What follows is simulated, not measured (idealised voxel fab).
Documented hereafter: the process module known as voxel transistor to metal.
In the cross-section labelled cut, the width is 210 nm and each square cell is 5 nm.
Square cells in a grid make up a cross-section in this document, and the grid is given as bands, listed from the top down, each one or more rows of cells. Top, bottom (nm), then materials left to right with widths (nm); lone material tagged "throughout" fills the whole band edge to edge; "air" = empty space. Beneath 0, the wafer as received is one material, and that level is where height counting begins. The lowest band goes on downward without a bottom; it is written like "from 0 down". It should be noted that a width expressed as "30..40" varies in equal increments from row to row of cells within the band, taking the value of the first number at the top row and that of the second number at the bottom row. Step marked "everything unchanged"? Then no cell in the cross-section changed in it. The label "Closed void entries" introduces a list of the empty spaces, 8 cells or larger, that have no open way up to the top; each entry in it reads width x height at distance, where the distance is taken from the left edge and all three are stated in nm. Anything after a step's settings on that line? It's the simulator's own note about the step. If you see "overlay nm" on a step's line and that step has a mask, it's telling you how far right of where it was planned the mask ended up; a negative number means it went left instead. Quick note on how to read the rest: it's all pairs. You get the cross-section before a process step and the one after, but the after one only goes down as far as the lowest band that changed. The step in between, with its settings, sits under the pair. Heads up, the pairs can come from different runs of this module on the same starting wafer, so don't assume a pair picks up from the one above unless its "Pre-step geometry" entry says it does.

# Pre-step geometry
- from 50 to 40 = 50 aC, 35 air, 35 aC, 35 air, 55 aC
- from 40 to 30 = SiO2 throughout
- from 30 to 15 = 80 SiO2, 5 SiN, 5 SiO2, 25 SiCN, 5 SiO2, 5 SiN, 85 SiO2
- from 15 to 0 = 80 SiO2, 5 SiN, 5 SiO2, 25 polySi, 5 SiO2, 5 SiN, 85 SiO2
- from 0 to -5 = 45 SiO2, 5 SiN, 20 SiO2, 10 SiGe, 5 SiN, 5 SiO2, 25 polySi, 5 SiO2, 5 SiN, 10 SiGe, 20 SiO2, 5 SiN, 50 SiO2
- from -5 to -10 = 50 SiO2, 30 SiGe, 45 SiO2, 30 SiGe, 55 SiO2
- from -10 to -15 = 50 SiO2, 30 SiGe, 45 Si, 30 SiGe, 55 SiO2
- from -15 to -70 = 50 SiO2, 105 Si, 55 SiO2
- from -70 down = Si throughout
- Closed void entries: none

# Post-Step Cross-Section
- from 50 to 40 = 50 aC, 35 air, 35 aC, 35 air, 55 aC
- from 40 to 30 = 50 SiO2, 35 air, 35 SiO2, 35 air, 55 SiO2
- from 30 to 15 = 50 SiO2, 30 air, 5 SiN, 5 SiO2, 25 SiCN, 5 SiO2, 5 SiN, 30 air, 55 SiO2
- from 15 to 0 = 50 SiO2, 30 air, 5 SiN, 5 SiO2, 25 polySi, 5 SiO2, 5 SiN, 30 air, 55 SiO2
- from 0 to -5 = 45 SiO2, 5 SiN, 20 air, 10 SiGe, 5 SiN, 5 SiO2, 25 polySi, 5 SiO2, 5 SiN, 10 SiGe, 20 air, 5 SiN, 50 SiO2
- Everything under -5 stays put, no change at all.
- Closed void entries: none
Applied between the two views above: op DIRECTIONAL_ETCH | etch materials SiO2 | depth nm 45

Pre-step geometry: per the after cross-section of the pair just above.

# Post-Step Cross-Section
- from 40 to 30 = 50 SiO2, 35 air, 35 SiO2, 35 air, 55 SiO2
- Everything under 30 stays put, no change at all.
- Closed void entries: none
Applied between the two views above: op STRIP | etch materials aC

Pre-step geometry: per the after cross-section of the pair just above.

# Post-Step Cross-Section
- from 45 to 40 = 55 TiN, 25 air, 45 TiN, 25 air, 60 TiN
- from 40 to 30 = 50 SiO2, 5 TiN, 25..20 air, 5..10 TiN, 35 SiO2, 5..10 TiN, 25..20 air, 5 TiN, 55 SiO2
- from 30 to 15 = 50 SiO2, 5 TiN, 20 air, 5 TiN, 5 SiN, 5 SiO2, 25 SiCN, 5 SiO2, 5 SiN, 5 TiN, 20 air, 5 TiN, 55 SiO2
- from 15 to 5 = 50 SiO2, 5 TiN, 20 air, 5 TiN, 5 SiN, 5 SiO2, 25 polySi, 5 SiO2, 5 SiN, 5 TiN, 20 air, 5 TiN, 55 SiO2
- from 5 to 0 = 50 SiO2, 5 TiN, 10 air, 15 TiN, 5 SiN, 5 SiO2, 25 polySi, 5 SiO2, 5 SiN, 15 TiN, 10 air, 5 TiN, 55 SiO2
- from 0 to -5 = 45 SiO2, 5 SiN, 20 TiN, 10 SiGe, 5 SiN, 5 SiO2, 25 polySi, 5 SiO2, 5 SiN, 10 SiGe, 20 TiN, 5 SiN, 50 SiO2
- Everything under -5 stays put, no change at all.
- Closed void entries: none
Applied between the two views above: op CONFORMAL_DEP | material TiN | thk nm 5

Pre-step geometry: per the after cross-section of the pair just above.

# Post-Step Cross-Section
- from 50 to 45 = Ru throughout
- from 45 to 40 = 55 TiN, 25 Ru, 45 TiN, 25 Ru, 60 TiN
- from 40 to 30 = 50 SiO2, 5 TiN, 25..20 Ru, 5..10 TiN, 35 SiO2, 5..10 TiN, 25..20 Ru, 5 TiN, 55 SiO2
- from 30 to 15 = 50 SiO2, 5 TiN, 20 Ru, 5 TiN, 5 SiN, 5 SiO2, 25 SiCN, 5 SiO2, 5 SiN, 5 TiN, 20 Ru, 5 TiN, 55 SiO2
- from 15 to 5 = 50 SiO2, 5 TiN, 20 Ru, 5 TiN, 5 SiN, 5 SiO2, 25 polySi, 5 SiO2, 5 SiN, 5 TiN, 20 Ru, 5 TiN, 55 SiO2
- from 5 to 0 = 50 SiO2, 5 TiN, 10 Ru, 15 TiN, 5 SiN, 5 SiO2, 25 polySi, 5 SiO2, 5 SiN, 15 TiN, 10 Ru, 5 TiN, 55 SiO2
- Everything under 0 stays put, no change at all.
- Closed void entries: none
Applied between the two views above: op FILL_DEP | material Ru | thk nm 5

Pre-step geometry: per the after cross-section of the pair just above.

# Post-Step Cross-Section
- from 40 to 30 = 50 SiO2, 5 TiN, 25..20 Ru, 5..10 TiN, 35 SiO2, 5..10 TiN, 25..20 Ru, 5 TiN, 55 SiO2
- Everything under 30 stays put, no change at all.
- Closed void entries: none
Applied between the two views above: op CMP | height nm 40

Pre-step geometry: per the after cross-section of the pair just above.

# Post-Step Cross-Section
- from 45 to 40 = TiN throughout
- Everything under 40 stays put, no change at all.
- Closed void entries: none
Applied between the two views above: op DIRECTIONAL_DEP | material TiN | thk nm 5

Pre-step geometry: per the after cross-section of the pair just above.

# Post-Step Cross-Section
- from 60 to 45 = W throughout
- Everything under 45 stays put, no change at all.
- Closed void entries: none
Applied between the two views above: op DIRECTIONAL_DEP | material W | thk nm 15

Pre-step geometry: per the after cross-section of the pair just above.

# Post-Step Cross-Section
- from 60 to 45 = 50 air, 20 W, 65 air, 20 W, 55 air
- Everything under 45 stays put, no change at all.
- Closed void entries: none
Applied between the two views above: op MASKED_ETCH | tone cover | mask id METAL_1 | width nm 20 | pitch nm 85 | etch materials W | depth nm 15 | overlay nm 0

Pre-step geometry: per the after cross-section of the pair just above.

# Post-Step Cross-Section
- from 60 to 45 = 50 air, 20 W, 65 air, 20 W, 55 air
- from 45 to 40 = 50 air, 20 TiN, 65 air, 20 TiN, 55 air
- Everything under 40 stays put, no change at all.
- Closed void entries: none
Applied between the two views above: op MASKED_ETCH | tone cover | mask id METAL_1 | width nm 20 | pitch nm 85 | etch materials TiN | depth nm 5 | overlay nm 0

Pre-step geometry: per the after cross-section of the pair just above.

# Post-Step Cross-Section
- from 65 to 60 = 45 air, 30 SiN, 55 air, 30 SiN, 50 air
- from 60 to 45 = 45 air, 5 SiN, 20 W, 5 SiN, 55 air, 5 SiN, 20 W, 5 SiN, 50 air
- from 45 to 40 = 50 SiN, 20 TiN, 65 SiN, 20 TiN, 55 SiN
- Everything under 40 stays put, no change at all.
- Closed void entries: none
Applied between the two views above: op CONFORMAL_DEP | material SiN | thk nm 5

Pre-step geometry: per the after cross-section of the pair just above.

# Post-Step Cross-Section
- from 75 to 65 = SiO2 throughout
- from 65 to 60 = 45 SiO2, 30 SiN, 55 SiO2, 30 SiN, 50 SiO2
- from 60 to 45 = 45 SiO2, 5 SiN, 20 W, 5 SiN, 55 SiO2, 5 SiN, 20 W, 5 SiN, 50 SiO2
- Everything under 45 stays put, no change at all.
- Closed void entries: none
Applied between the two views above: op FILL_DEP | material SiO2 | thk nm 10

Pre-step geometry: per the after cross-section of the pair just above.

# Post-Step Cross-Section
- from 60 to 45 = 45 SiO2, 5 SiN, 20 W, 5 SiN, 55 SiO2, 5 SiN, 20 W, 5 SiN, 50 SiO2
- Everything under 45 stays put, no change at all.
- Closed void entries: none
Applied between the two views above: op CMP | height nm 60

Pre-step geometry: per the after cross-section of the pair just above.

# Post-Step Cross-Section
- from 65 to 60 = SiCN throughout
- Everything under 60 stays put, no change at all.
- Closed void entries: none
Applied between the two views above: op CONFORMAL_DEP | material SiCN | thk nm 5

Pre-step geometry: per the after cross-section of the pair just above.

# Post-Step Cross-Section
- from 90 to 65 = SiO2 throughout
- Everything under 65 stays put, no change at all.
- Closed void entries: none
Applied between the two views above: op DIRECTIONAL_DEP | material SiO2 | thk nm 25

Pre-step geometry: per the after cross-section of the pair just above.

# Post-Step Cross-Section
- from 110 to 90 = 50 resist, 20 air, 65 resist, 20 air, 55 resist
- Everything under 90 stays put, no change at all.
- Closed void entries: none
Applied between the two views above: op PATTERN | tone open | mask id METAL_2 | material resist | width nm 20 | pitch nm 85 | thk nm 20 | overlay nm 0

Pre-step geometry: per the after cross-section of the pair just above.

# Post-Step Cross-Section
- from 110 to 90 = 50 resist, 20 air, 65 resist, 20 air, 55 resist
- from 90 to 75 = 50 SiO2, 20 air, 65 SiO2, 20 air, 55 SiO2
- Everything under 75 stays put, no change at all.
- Closed void entries: none
Applied between the two views above: op DIRECTIONAL_ETCH | etch materials SiO2 | depth nm 15

Pre-step geometry: per the after cross-section of the pair just above.

# Post-Step Cross-Section
- from 90 to 75 = 50 SiO2, 20 air, 65 SiO2, 20 air, 55 SiO2
- Everything under 75 stays put, no change at all.
- Closed void entries: none
Applied between the two views above: op STRIP | etch materials resist

Pre-step geometry: per the after cross-section of the pair just above.

# Post-Step Cross-Section
- from 110 to 90 = 50 resist, 15 air, 70 resist, 15 air, 60 resist
- from 90 to 75 = 50 SiO2, 15 air, 5 resist, 65 SiO2, 15 air, 5 resist, 55 SiO2
- Everything under 75 stays put, no change at all.
- Closed void entries: none
Applied between the two views above: op PATTERN | tone open | mask id METAL_2_HOLES | material resist | width nm 15 | pitch nm 85 | thk nm 20 | overlay nm 0

Pre-step geometry: per the after cross-section of the pair just above.

# Post-Step Cross-Section
- from 110 to 90 = 50 resist, 15 air, 70 resist, 15 air, 60 resist
- from 90 to 75 = 50 SiO2, 15 air, 5 resist, 65 SiO2, 15 air, 5 resist, 55 SiO2
- from 75 to 65 = 50 SiO2, 15 air, 70 SiO2, 15 air, 60 SiO2
- Everything under 65 stays put, no change at all.
- Closed void entries: none
Applied between the two views above: op DIRECTIONAL_ETCH | etch materials SiO2 | depth nm 10

Pre-step geometry: per the after cross-section of the pair just above.

# Post-Step Cross-Section
- from 110 to 90 = 50 resist, 15 air, 70 resist, 15 air, 60 resist
- from 90 to 75 = 50 SiO2, 15 air, 5 resist, 65 SiO2, 15 air, 5 resist, 55 SiO2
- from 75 to 65 = 50 SiO2, 15 air, 70 SiO2, 15 air, 60 SiO2
- from 65 to 60 = 50 SiCN, 15 air, 70 SiCN, 15 air, 60 SiCN
- Everything under 60 stays put, no change at all.
- Closed void entries: none
Applied between the two views above: op DIRECTIONAL_ETCH | etch materials SiCN | depth nm 5

Pre-step geometry: per the after cross-section of the pair just above.

# Post-Step Cross-Section
- from 90 to 75 = 50 SiO2, 20 air, 65 SiO2, 20 air, 55 SiO2
- Everything under 75 stays put, no change at all.
- Closed void entries: none
Applied between the two views above: op STRIP | etch materials resist

Pre-step geometry: per the after cross-section of the pair just above.

# Post-Step Cross-Section
- from 95 to 90 = 55 TiN, 10 air, 75 TiN, 10 air, 60 TiN
- from 90 to 80 = 50 SiO2, 5 TiN, 10 air, 5 TiN, 65 SiO2, 5 TiN, 10 air, 5 TiN, 55 SiO2
- from 80 to 75 = 50 SiO2, 5 TiN, 5 air, 10 TiN, 65 SiO2, 5 TiN, 5 air, 10 TiN, 55 SiO2
- from 75 to 65 = 50 SiO2, 5 TiN, 5 air, 5 TiN, 70 SiO2, 5 TiN, 5 air, 5 TiN, 60 SiO2
- from 65 to 60 = 50 SiCN, 15 TiN, 70 SiCN, 15 TiN, 60 SiCN
- Everything under 60 stays put, no change at all.
- Closed void entries: none
Applied between the two views above: op CONFORMAL_DEP | material TiN | thk nm 5

Pre-step geometry: per the after cross-section of the pair just above.

# Post-Step Cross-Section
- from 100 to 95 = Cu throughout
- from 95 to 90 = 55 TiN, 10 Cu, 75 TiN, 10 Cu, 60 TiN
- from 90 to 80 = 50 SiO2, 5 TiN, 10 Cu, 5 TiN, 65 SiO2, 5 TiN, 10 Cu, 5 TiN, 55 SiO2
- from 80 to 75 = 50 SiO2, 5 TiN, 5 Cu, 10 TiN, 65 SiO2, 5 TiN, 5 Cu, 10 TiN, 55 SiO2
- from 75 to 65 = 50 SiO2, 5 TiN, 5 Cu, 5 TiN, 70 SiO2, 5 TiN, 5 Cu, 5 TiN, 60 SiO2
- Everything under 65 stays put, no change at all.
- Closed void entries: none
Applied between the two views above: op FILL_DEP | material Cu | thk nm 5

Pre-step geometry: per the after cross-section of the pair just above.

# Post-Step Cross-Section
- from 90 to 80 = 50 SiO2, 5 TiN, 10 Cu, 5 TiN, 65 SiO2, 5 TiN, 10 Cu, 5 TiN, 55 SiO2
- Everything under 80 stays put, no change at all.
- Closed void entries: none
Applied between the two views above: op CMP | height nm 90

Pre-step geometry: per the after cross-section of the pair just above.

# Post-Step Cross-Section
- from 95 to 90 = SiN throughout
- Everything under 90 stays put, no change at all.
- Closed void entries: none
Applied between the two views above: op CONFORMAL_DEP | material SiN | thk nm 5

# Pre-step geometry
- from 15 to 0 = 45 SiO2, 115 SiN, 50 SiO2
- from 0 to -5 = SiO2 throughout
- from -5 to -40 = 50 SiO2, 105 Si, 55 SiO2
- from -40 down = Si throughout
- Closed void entries: none

# Post-Step Cross-Section
- from 15 to 0 = 45 SiO2, 115 air, 50 SiO2
- Everything under 0 stays put, no change at all.
- Closed void entries: none
Applied between the two views above: op STRIP | etch materials SiN

Pre-step geometry: per the after cross-section of the pair just above.

# Post-Step Cross-Section
- from 5 to -5 = 35 SiO2, 135 air, 40 SiO2
- from -5 to -10 = 35 SiO2, 15 air, 105 Si, 15 air, 40 SiO2
- Everything under -10 stays put, no change at all.
- Closed void entries: none
Applied between the two views above: op SELECTIVE_ETCH | etch materials SiO2 | depth nm 10

Pre-step geometry: per the after cross-section of the pair just above.

# Post-Step Cross-Section
- from 0 to -5 = 30 SiO2, 145 air, 35 SiO2
- from -5 to -15 = 30 SiO2, 20 air, 105 Si, 20 air, 35 SiO2
- Everything under -15 stays put, no change at all.
- Closed void entries: none
Applied between the two views above: op SELECTIVE_ETCH | etch materials SiO2 | depth nm 5

Pre-step geometry: per the after cross-section of the pair just above.

# Post-Step Cross-Section
- from 0 to -5 = 30 SiO2, 145 air, 35 SiO2
- from -5 to -10 = 30 SiO2, 20 air, 105 SiO2, 20 air, 35 SiO2
- from -10 to -15 = 30 SiO2, 20 air, 5 SiO2, 95 Si, 5 SiO2, 20 air, 35 SiO2
- from -15 to -20 = 55 SiO2, 95 Si, 60 SiO2
- Everything under -20 stays put, no change at all.
- Closed void entries: none
Applied between the two views above: op OXIDIZE | depth nm 5

Pre-step geometry: per the after cross-section of the pair just above.

# Post-Step Cross-Section
- from 20 to 15 = 30 polySi, 145 air, 35 polySi
- from 15 to 5 = 30 polySi, 20 air, 105 polySi, 20 air, 35 polySi
- from 5 to 0 = polySi throughout
- from 0 to -5 = 30 SiO2, 145 polySi, 35 SiO2
- from -5 to -10 = 30 SiO2, 20 polySi, 105 SiO2, 20 polySi, 35 SiO2
- from -10 to -15 = 30 SiO2, 20 polySi, 5 SiO2, 95 Si, 5 SiO2, 20 polySi, 35 SiO2
- Everything under -15 stays put, no change at all.
- Closed void entries: none
Applied between the two views above: op DIRECTIONAL_DEP | material polySi | thk nm 20

Pre-step geometry: per the after cross-section of the pair just above.

# Post-Step Cross-Section
- from 35 to 30 = 30 SiCN, 145 air, 35 SiCN
- from 30 to 20 = 30 SiCN, 20 air, 105 SiCN, 20 air, 35 SiCN
- from 20 to 15 = 30 polySi, 145 SiCN, 35 polySi
- from 15 to 5 = 30 polySi, 20 SiCN, 105 polySi, 20 SiCN, 35 polySi
- Everything under 5 stays put, no change at all.
- Closed void entries: none
Applied between the two views above: op DIRECTIONAL_DEP | material SiCN | thk nm 15

Pre-step geometry: per the after cross-section of the pair just above.

# Post-Step Cross-Section
- from 45 to 40 = 30 aC, 145 air, 35 aC
- from 40 to 35 = 30 aC, 20 air, 105 aC, 20 air, 35 aC
- from 35 to 30 = 30 SiCN, 20 air, 105 aC, 20 air, 35 SiCN
- from 30 to 20 = 30 SiCN, 20 aC, 105 SiCN, 20 aC, 35 SiCN
- Everything under 20 stays put, no change at all.
- Closed void entries: none
Applied between the two views above: op DIRECTIONAL_DEP | material aC | thk nm 10

Pre-step geometry: per the after cross-section of the pair just above.

# Post-Step Cross-Section
- from 70 to 45 = 90 air, 25 resist, 95 air
- from 45 to 40 = 30 aC, 60 air, 25 resist, 60 air, 35 aC
- Everything under 40 stays put, no change at all.
- Closed void entries: none
Applied between the two views above: op PATTERN | tone cover | mask id GATE | material resist | width nm 25 | thk nm 25 | overlay nm 0

Pre-step geometry: per the after cross-section of the pair just above.

# Post-Step Cross-Section
- from 60 to 40 = 90 air, 25 resist, 95 air
- from 40 to 35 = 90 air, 25 aC, 95 air
- from 35 to 30 = 30 SiCN, 60 air, 25 aC, 60 air, 35 SiCN
- from 30 to 20 = 30 SiCN, 20 air, 105 SiCN, 20 air, 35 SiCN
- Everything under 20 stays put, no change at all.
- Closed void entries: none
Applied between the two views above: op DIRECTIONAL_ETCH | etch materials aC | depth nm 10

Pre-step geometry: per the after cross-section of the pair just above.

# Post-Step Cross-Section
- from 40 to 35 = 90 air, 25 aC, 95 air
- Everything under 35 stays put, no change at all.
- Closed void entries: none
Applied between the two views above: op STRIP | etch materials resist

Pre-step geometry: per the after cross-section of the pair just above.

# Post-Step Cross-Section
- from 40 to 30 = 90 air, 25 aC, 95 air
- from 30 to 20 = 90 air, 25 SiCN, 95 air
- from 20 to 15 = 30 polySi, 60 air, 25 SiCN, 60 air, 35 polySi
- from 15 to 5 = 30 polySi, 20 air, 105 polySi, 20 air, 35 polySi
- Everything under 5 stays put, no change at all.
- Closed void entries: none
Applied between the two views above: op DIRECTIONAL_ETCH | etch materials SiCN | depth nm 25

Pre-step geometry: per the after cross-section of the pair just above.

# Post-Step Cross-Section
- from 40 to 30 = 90 air, 25 aC, 95 air
- from 30 to 15 = 90 air, 25 SiCN, 95 air
- from 15 to 0 = 90 air, 25 polySi, 95 air
- from 0 to -5 = 30 SiO2, 60 air, 25 polySi, 60 air, 35 SiO2
- from -5 to -10 = 30 SiO2, 20 air, 105 SiO2, 20 air, 35 SiO2
- from -10 to -15 = 30 SiO2, 20 air, 5 SiO2, 95 Si, 5 SiO2, 20 air, 35 SiO2
- Everything under -15 stays put, no change at all.
- Closed void entries: none
Applied between the two views above: op DIRECTIONAL_ETCH | etch materials polySi | depth nm 30

Pre-step geometry: per the after cross-section of the pair just above.

# Post-Step Cross-Section
- from 30 to 15 = 90 air, 25 SiCN, 95 air
- Everything under 15 stays put, no change at all.
- Closed void entries: none
Applied between the two views above: op STRIP | etch materials aC

Pre-step geometry: per the after cross-section of the pair just above.

# Post-Step Cross-Section
- from 35 to 30 = 85 air, 35 SiO2, 90 air
- from 30 to 15 = 85 air, 5 SiO2, 25 SiCN, 5 SiO2, 90 air
- from 15 to 5 = 85 air, 5 SiO2, 25 polySi, 5 SiO2, 90 air
- from 5 to -5 = 35 SiO2, 50..10 air, 5..45 SiO2, 25 polySi, 5..45 SiO2, 50..10 air, 40 SiO2
- from -5 to -10 = 35 SiO2, 10 air, 115 SiO2, 10 air, 40 SiO2
- from -10 to -20 = 55 SiO2, 95 Si, 60 SiO2
- Everything under -20 stays put, no change at all.
- Closed void entries: none
Applied between the two views above: op CONFORMAL_DEP | material SiO2 | thk nm 5

Pre-step geometry: per the after cross-section of the pair just above.

# Post-Step Cross-Section
- from 30 to 15 = 85 air, 5 SiO2, 25 SiCN, 5 SiO2, 90 air
- from 15 to 0 = 85 air, 5 SiO2, 25 polySi, 5 SiO2, 90 air
- from 0 to -5 = 35 SiO2, 50 air, 5 SiO2, 25 polySi, 5 SiO2, 50 air, 40 SiO2
- from -5 to -10 = 35 SiO2, 10 air, 115 SiO2, 10 air, 40 SiO2
- from -10 to -15 = 35 SiO2, 10 air, 10 SiO2, 95 Si, 10 SiO2, 10 air, 40 SiO2
- Everything under -15 stays put, no change at all.
- Closed void entries: none
Applied between the two views above: op DIRECTIONAL_ETCH | etch materials SiO2 | depth nm 5

Pre-step geometry: per the after cross-section of the pair just above.

# Post-Step Cross-Section
- from 35 to 30 = 80 air, 45 SiN, 85 air
- from 30 to 15 = 80 air, 5 SiN, 5 SiO2, 25 SiCN, 5 SiO2, 5 SiN, 85 air
- from 15 to 5 = 80 air, 5 SiN, 5 SiO2, 25 polySi, 5 SiO2, 5 SiN, 85 air
- from 5 to 0 = 40 SiN, 40 air, 5 SiN, 5 SiO2, 25 polySi, 5 SiO2, 5 SiN, 40 air, 45 SiN
- from 0 to -5 = 35 SiO2, 50 SiN, 5 SiO2, 25 polySi, 5 SiO2, 50 SiN, 40 SiO2
- from -5 to -10 = 35 SiO2, 10 SiN, 115 SiO2, 10 SiN, 40 SiO2
- from -10 to -15 = 35 SiO2, 10 SiN, 10 SiO2, 95 Si, 10 SiO2, 10 SiN, 40 SiO2
- Everything under -15 stays put, no change at all.
- Closed void entries: none
Applied between the two views above: op CONFORMAL_DEP | material SiN | thk nm 5

Pre-step geometry: per the after cross-section of the pair just above.

# Post-Step Cross-Section
- from 30 to 15 = 80 air, 5 SiN, 5 SiO2, 25 SiCN, 5 SiO2, 5 SiN, 85 air
- from 15 to 0 = 80 air, 5 SiN, 5 SiO2, 25 polySi, 5 SiO2, 5 SiN, 85 air
- from 0 to -5 = 35 SiO2, 5 SiN, 40 air, 5 SiN, 5 SiO2, 25 polySi, 5 SiO2, 5 SiN, 40 air, 5 SiN, 40 SiO2
- Everything under -5 stays put, no change at all.
- Closed void entries: none
Applied between the two views above: op DIRECTIONAL_ETCH | etch materials SiN | depth nm 5

Pre-step geometry: per the after cross-section of the pair just above.

# Post-Step Cross-Section
- from 30 to 25 = 80 air, 5 SiN, 5 air, 25 SiCN, 5 air, 5 SiN, 85 air
- from 25 to 15 = 80 air, 5 SiN, 5 SiO2, 25 SiCN, 5 SiO2, 5 SiN, 85 air
- from 15 to 0 = 80 air, 5 SiN, 5 SiO2, 25 polySi, 5 SiO2, 5 SiN, 85 air
- from 0 to -5 = 35 air, 5 SiN, 40 air, 5 SiN, 5 SiO2, 25 polySi, 5 SiO2, 5 SiN, 40 air, 5 SiN, 40 air
- from -5 to -10 = 35 SiO2, 10 SiN, 35 air, 45 SiO2, 35 air, 10 SiN, 40 SiO2
- Everything under -10 stays put, no change at all.
- Closed void entries: none
Applied between the two views above: op DIRECTIONAL_ETCH | etch materials SiO2 | depth nm 5

Pre-step geometry: per the after cross-section of the pair just above.

# Post-Step Cross-Section
- from 30 to 25 = 80 air, 5 SiN, 5 air, 25 SiCN, 5 air, 5 SiN, 85 air
- from 25 to 15 = 80 air, 5 SiN, 5 SiO2, 25 SiCN, 5 SiO2, 5 SiN, 85 air
- from 15 to 0 = 80 air, 5 SiN, 5 SiO2, 25 polySi, 5 SiO2, 5 SiN, 85 air
- from 0 to -5 = 35 air, 5 SiN, 40 air, 5 SiN, 5 SiO2, 25 polySi, 5 SiO2, 5 SiN, 40 air, 5 SiN, 40 air
- from -5 to -10 = 35 SiO2, 10 SiN, 35 air, 45 SiO2, 35 air, 10 SiN, 40 SiO2
- from -10 to -15 = 35 SiO2, 10 SiN, 10 SiO2, 25 air, 45 Si, 25 air, 10 SiO2, 10 SiN, 40 SiO2
- Everything under -15 stays put, no change at all.
- Closed void entries: none
Applied between the two views above: op DIRECTIONAL_ETCH | etch materials Si | depth nm 5

Pre-step geometry: per the after cross-section of the pair just above.

# Post-Step Cross-Section
- from 30 to 25 = 80 air, 5 SiN, 5 air, 25 SiCN, 5 air, 5 SiN, 85 air
- from 25 to 15 = 80 air, 5 SiN, 5 SiO2, 25 SiCN, 5 SiO2, 5 SiN, 85 air
- from 15 to 0 = 80 air, 5 SiN, 5 SiO2, 25 polySi, 5 SiO2, 5 SiN, 85 air
- from 0 to -5 = 35 air, 5 SiN, 30 air, 10 SiGe, 5 SiN, 5 SiO2, 25 polySi, 5 SiO2, 5 SiN, 10 SiGe, 30 air, 5 SiN, 40 air
- from -5 to -10 = 35 SiO2, 10 SiN, 5 air, 30 SiGe, 45 SiO2, 30 SiGe, 5 air, 10 SiN, 40 SiO2
- from -10 to -15 = 35 SiO2, 10 SiN, 10 SiO2, 25 SiGe, 45 Si, 25 SiGe, 10 SiO2, 10 SiN, 40 SiO2
- Everything under -15 stays put, no change at all.
- Closed void entries: none
Applied between the two views above: op EPI | material SiGe | thk nm 10

Pre-step geometry: per the after cross-section of the pair just above.

# Post-Step Cross-Section
- from 35 to 30 = SiO2 throughout
- from 30 to 15 = 80 SiO2, 5 SiN, 5 SiO2, 25 SiCN, 5 SiO2, 5 SiN, 85 SiO2
- from 15 to 0 = 80 SiO2, 5 SiN, 5 SiO2, 25 polySi, 5 SiO2, 5 SiN, 85 SiO2
- from 0 to -5 = 35 SiO2, 5 SiN, 30 SiO2, 10 SiGe, 5 SiN, 5 SiO2, 25 polySi, 5 SiO2, 5 SiN, 10 SiGe, 30 SiO2, 5 SiN, 40 SiO2
- from -5 to -10 = 35 SiO2, 10 SiN, 5 SiO2, 30 SiGe, 45 SiO2, 30 SiGe, 5 SiO2, 10 SiN, 40 SiO2
- Everything under -10 stays put, no change at all.
- Closed void entries: none
Applied between the two views above: op FILL_DEP | material SiO2 | thk nm 5

Pre-step geometry: per the after cross-section of the pair just above.

# Post-Step Cross-Section
- from 30 to 15 = 80 SiO2, 5 SiN, 5 SiO2, 25 SiCN, 5 SiO2, 5 SiN, 85 SiO2
- Everything under 15 stays put, no change at all.
- Closed void entries: none
Applied between the two views above: op CMP | height nm 30

Pre-step geometry: per the after cross-section of the pair just above.

# Post-Step Cross-Section
- from 40 to 30 = SiO2 throughout
- Everything under 30 stays put, no change at all.
- Closed void entries: none
Applied between the two views above: op DIRECTIONAL_DEP | material SiO2 | thk nm 10

Pre-step geometry: per the after cross-section of the pair just above.

# Post-Step Cross-Section
- from 50 to 40 = aC throughout
- Everything under 40 stays put, no change at all.
- Closed void entries: none
Applied between the two views above: op DIRECTIONAL_DEP | material aC | thk nm 10

Pre-step geometry: per the after cross-section of the pair just above.

# Post-Step Cross-Section
- from 80 to 50 = 50 resist, 35 air, 35 resist, 35 air, 55 resist
- Everything under 50 stays put, no change at all.
- Closed void entries: none
Applied between the two views above: op PATTERN | tone open | mask id CONTACT | material resist | width nm 35 | pitch nm 70 | thk nm 30 | overlay nm 0

Pre-step geometry: per the after cross-section of the pair just above.

# Post-Step Cross-Section
- from 70 to 50 = 50 resist, 35 air, 35 resist, 35 air, 55 resist
- from 50 to 40 = 50 aC, 35 air, 35 aC, 35 air, 55 aC
- Everything under 40 stays put, no change at all.
- Closed void entries: none
Applied between the two views above: op DIRECTIONAL_ETCH | etch materials aC | depth nm 10

Pre-step geometry: per the after cross-section of the pair just above.

# Post-Step Cross-Section
- from 50 to 40 = 50 aC, 35 air, 35 aC, 35 air, 55 aC
- Everything under 40 stays put, no change at all.
- Closed void entries: none
Applied between the two views above: op STRIP | etch materials resist

Pre-step geometry: per the after cross-section of the pair just above.

# Post-Step Cross-Section
- from 50 to 40 = 50 aC, 35 air, 35 aC, 35 air, 55 aC
- from 40 to 30 = 50 SiO2, 35 air, 35 SiO2, 35 air, 55 SiO2
- from 30 to 15 = 50 SiO2, 30 air, 5 SiN, 5 SiO2, 25 SiCN, 5 SiO2, 5 SiN, 30 air, 55 SiO2
- from 15 to 0 = 50 SiO2, 30 air, 5 SiN, 5 SiO2, 25 polySi, 5 SiO2, 5 SiN, 30 air, 55 SiO2
- from 0 to -5 = 35 SiO2, 5 SiN, 10 SiO2, 20 air, 10 SiGe, 5 SiN, 5 SiO2, 25 polySi, 5 SiO2, 5 SiN, 10 SiGe, 20 air, 10 SiO2, 5 SiN, 40 SiO2
- Everything under -5 stays put, no change at all.
- Closed void entries: none
Applied between the two views above: op DIRECTIONAL_ETCH | etch materials SiO2 | depth nm 45

Pre-step geometry: per the after cross-section of the pair just above.

# Post-Step Cross-Section
- from 40 to 30 = 50 SiO2, 35 air, 35 SiO2, 35 air, 55 SiO2
- Everything under 30 stays put, no change at all.
- Closed void entries: none
Applied between the two views above: op STRIP | etch materials aC

Pre-step geometry: per the after cross-section of the pair just above.

# Post-Step Cross-Section
- from 45 to 40 = 55 TiN, 25 air, 45 TiN, 25 air, 60 TiN
- from 40 to 30 = 50 SiO2, 5 TiN, 25..20 air, 5..10 TiN, 35 SiO2, 5..10 TiN, 25..20 air, 5 TiN, 55 SiO2
- from 30 to 15 = 50 SiO2, 5 TiN, 20 air, 5 TiN, 5 SiN, 5 SiO2, 25 SiCN, 5 SiO2, 5 SiN, 5 TiN, 20 air, 5 TiN, 55 SiO2
- from 15 to 5 = 50 SiO2, 5 TiN, 20 air, 5 TiN, 5 SiN, 5 SiO2, 25 polySi, 5 SiO2, 5 SiN, 5 TiN, 20 air, 5 TiN, 55 SiO2
- from 5 to 0 = 50 SiO2, 5 TiN, 10 air, 15 TiN, 5 SiN, 5 SiO2, 25 polySi, 5 SiO2, 5 SiN, 15 TiN, 10 air, 5 TiN, 55 SiO2
- from 0 to -5 = 35 SiO2, 5 SiN, 10 SiO2, 20 TiN, 10 SiGe, 5 SiN, 5 SiO2, 25 polySi, 5 SiO2, 5 SiN, 10 SiGe, 20 TiN, 10 SiO2, 5 SiN, 40 SiO2
- Everything under -5 stays put, no change at all.
- Closed void entries: none
Applied between the two views above: op CONFORMAL_DEP | material TiN | thk nm 5
